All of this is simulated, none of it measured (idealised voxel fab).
This section sets out a process module, namely voxel wiring stack.
The figure presents cross-section cut, which has a width of 260 nm and is divided into square cells with an edge length of 5 nm.
Cross-sections here: square-cell grids, written as top-down lists of bands, a band being one or more rows of cells.
Within each band entry, the heights of the top and of the bottom of the band appear first, in that order and in nm; the materials of the band then follow from left to right, each with its corresponding width in nm. The designation "edge to edge" on a single material indicates that it fills the band from edge to edge; the designation "air" indicates empty space.
Height datum 0, below which the as-received substrate wafer is one material. Lowest band open at the bottom, running downward: "z 0 and below".
You'd read "30->40" like this: the band's top row of cells is as wide as the first number, its bottom row is as wide as the second, and going down, every row changes width by the same amount as the row before did.
Basically "no change" means that step didn't change any cell in the cross-section.
For the entry "closed voids", the listed items are empty spaces with no open way to the top whose size is 8 cells or more; each item follows the pattern width x height at distance, where distance is from the left edge and all three are in nm.
Anything after a step's settings on that line? It's the simulator's own note about the step.
overlay nm, on a step with a mask: how far to the right of its planned place the mask lay; to the left if negative
Planned process steps:
1) RECEIVE: material Si
2) CONFORMAL_DEP: material SiO2, thk nm 15
3) CONFORMAL_DEP: material SiCN, thk nm 5
4) DIRECTIONAL_DEP: material lowk, thk nm 20
5) MASKED_ETCH: tone open, mask id METAL_1, width nm 25, pitch nm 50, etch materials lowk, depth nm 20, overlay nm 0
6) MASKED_ETCH: tone open, mask id METAL_1, width nm 25, pitch nm 50, etch materials SiCN, depth nm 5, overlay nm 0
7) CONFORMAL_DEP: material TiN, thk nm 5
8) FILL_DEP: material Cu, thk nm 10
9) CMP: height nm 40
10) CONFORMAL_DEP: material SiCN, thk nm 5
11) DIRECTIONAL_DEP: material lowk, thk nm 15
12) MASKED_ETCH: tone open, mask id PLUG_1, width nm 15, pitch nm 100, etch materials lowk, depth nm 15, overlay nm 0
13) MASKED_ETCH: tone open, mask id PLUG_1, width nm 15, pitch nm 100, etch materials SiCN, depth nm 5, overlay nm 0
14) EPI: material Ru, thk nm 10
15) EPI: material Ru, thk nm 10
16) CONFORMAL_DEP: material SiCN, thk nm 5
17) DIRECTIONAL_DEP: material SiO2, thk nm 25
18) DIRECTIONAL_DEP: material aC, thk nm 15
19) PATTERN: tone open, mask id METAL_2, material resist, width nm 25, pitch nm 50, thk nm 30, overlay nm 0
20) DIRECTIONAL_ETCH: etch materials aC, depth nm 15
21) STRIP: etch materials resist
22) DIRECTIONAL_ETCH: etch materials SiO2, depth nm 25
23) DIRECTIONAL_ETCH: etch materials SiCN, depth nm 5
24) STRIP: etch materials aC
25) CONFORMAL_DEP: material TiN, thk nm 5
26) FILL_DEP: material Cu, thk nm 5
27) CMP: height nm 90
28) CONFORMAL_DEP: material SiCN, thk nm 5
29) DIRECTIONAL_DEP: material SiO2, thk nm 15
30) DIRECTIONAL_DEP: material aC, thk nm 15
31) PATTERN: tone open, mask id PLUG_2, material resist, width nm 15, pitch nm 50, thk nm 30, overlay nm 0
32) DIRECTIONAL_ETCH: etch materials aC, depth nm 15
33) STRIP: etch materials resist
34) DIRECTIONAL_ETCH: etch materials SiO2, depth nm 15
35) DIRECTIONAL_ETCH: etch materials SiCN, depth nm 5
36) STRIP: etch materials aC
37) CONFORMAL_DEP: material TiN, thk nm 5
38) FILL_DEP: material Cu, thk nm 10
39) CMP: height nm 110
40) DIRECTIONAL_DEP: material TiN, thk nm 5
41) DIRECTIONAL_DEP: material Ru, thk nm 20
42) PATTERN: tone cover, mask id METAL_3, material resist, width nm 25, pitch nm 50, thk nm 15, overlay nm 0
43) DIRECTIONAL_ETCH: etch materials Ru, depth nm 20
44) DIRECTIONAL_ETCH: etch materials TiN, depth nm 5
45) STRIP: etch materials resist
46) FILL_DEP: material lowk, thk nm 5
47) CMP: height nm 135
48) CONFORMAL_DEP: material SiCN, thk nm 5
49) DIRECTIONAL_DEP: material lowk, thk nm 20
50) MASKED_ETCH: tone open, mask id PLUG_3, width nm 15, pitch nm 50, etch materials lowk, depth nm 20, overlay nm 0
51) MASKED_ETCH: tone open, mask id PLUG_3, width nm 15, pitch nm 50, etch materials SiCN, depth nm 5, overlay nm 0
52) EPI: material Ru, thk nm 10
53) EPI: material Ru, thk nm 10
54) EPI: material Ru, thk nm 5
55) CONFORMAL_DEP: material SiCN, thk nm 5
56) DIRECTIONAL_DEP: material lowk, thk nm 15
57) PATTERN: tone open, mask id METAL_4, material resist, width nm 25, pitch nm 50, thk nm 15, overlay nm 0
58) DIRECTIONAL_ETCH: etch materials lowk, depth nm 15
59) DIRECTIONAL_ETCH: etch materials SiCN, depth nm 5
60) STRIP: etch materials resist
61) CONFORMAL_DEP: material TiN, thk nm 5
62) FILL_DEP: material Ru, thk nm 5
63) CMP: height nm 180
64) CONFORMAL_DEP: material SiCN, thk nm 5
Cross-section, incoming material, after step 1:
> z 0 and below: Si edge to edge
> closed voids: none
The cross-section shown corresponds to the wafer at the conclusion of the module. The initial structure and the process plan are those presented above; however, one mistake occurred in executing the plan:
> z 185 to 180: SiCN edge to edge
> z 180 to 165: lowk: 40 | TiN: 5 | Ru: 15 | TiN: 5 | lowk: 25 | TiN: 5 | Ru: 15 | TiN: 5 | lowk: 25 | TiN: 5 | Ru: 15 | TiN: 5 | lowk: 25 | TiN: 5 | Ru: 15 | TiN: 5 | lowk: 45
> z 165 to 160: SiCN: 40 | TiN: 25 | SiCN: 25 | TiN: 25 | SiCN: 25 | TiN: 25 | SiCN: 25 | TiN: 25 | SiCN: 45
> z 160 to 140: lowk: 40 | Ru: 15 | lowk: 35 | Ru: 15 | lowk: 35 | Ru: 15 | lowk: 35 | Ru: 15 | lowk: 55
> z 140 to 135: SiCN: 40 | Ru: 15 | SiCN: 35 | Ru: 15 | SiCN: 35 | Ru: 15 | SiCN: 35 | Ru: 15 | SiCN: 55
> z 135 to 115: lowk: 45 | Ru: 25 | lowk: 25 | Ru: 25 | lowk: 25 | Ru: 25 | lowk: 25 | Ru: 25 | lowk: 40
> z 115 to 110: lowk: 45 | TiN: 25 | lowk: 25 | TiN: 25 | lowk: 25 | TiN: 25 | lowk: 25 | TiN: 25 | lowk: 40
> z 110 to 95: SiO2: 40 | TiN: 5 | Cu: 5 | TiN: 5 | SiO2: 35 | TiN: 5 | Cu: 5 | TiN: 5 | SiO2: 35 | TiN: 5 | Cu: 5 | TiN: 5 | SiO2: 35 | TiN: 5 | Cu: 5 | TiN: 5 | SiO2: 55
> z 95 to 90: SiCN: 40 | TiN: 15 | SiCN: 35 | TiN: 15 | SiCN: 35 | TiN: 15 | SiCN: 35 | TiN: 15 | SiCN: 55
> z 90 to 65: SiO2: 40 | TiN: 5 | Cu: 15 | TiN: 5 | SiO2: 25 | TiN: 5 | Cu: 15 | TiN: 5 | SiO2: 25 | TiN: 5 | Cu: 15 | TiN: 5 | SiO2: 25 | TiN: 5 | Cu: 15 | TiN: 5 | SiO2: 45
> z 65 to 60: SiCN: 40 | TiN: 25 | SiCN: 25 | TiN: 25 | SiCN: 25 | TiN: 25 | SiCN: 25 | TiN: 25 | SiCN: 45
> z 60 to 45: lowk: 40 | Ru: 15 | lowk: 85 | Ru: 15 | lowk: 105
> z 45 to 40: SiCN: 40 | Ru: 15 | SiCN: 85 | Ru: 15 | SiCN: 105
> z 40 to 20: lowk: 40 | TiN: 5 | Cu: 15 | TiN: 5 | lowk: 25 | TiN: 5 | Cu: 15 | TiN: 5 | lowk: 25 | TiN: 5 | Cu: 15 | TiN: 5 | lowk: 25 | TiN: 5 | Cu: 15 | TiN: 5 | lowk: 45
> z 20 to 15: SiCN: 40 | TiN: 25 | SiCN: 25 | TiN: 25 | SiCN: 25 | TiN: 25 | SiCN: 25 | TiN: 25 | SiCN: 45
> z 15 to 0: SiO2 edge to edge
> z 0 and below: Si edge to edge
> closed voids: none
Run error: step 42 deviated from plan and actually ran as PATTERN: tone cover, mask id METAL_3, material resist, width nm 25, pitch nm 50, thk nm 15, overlay nm 5
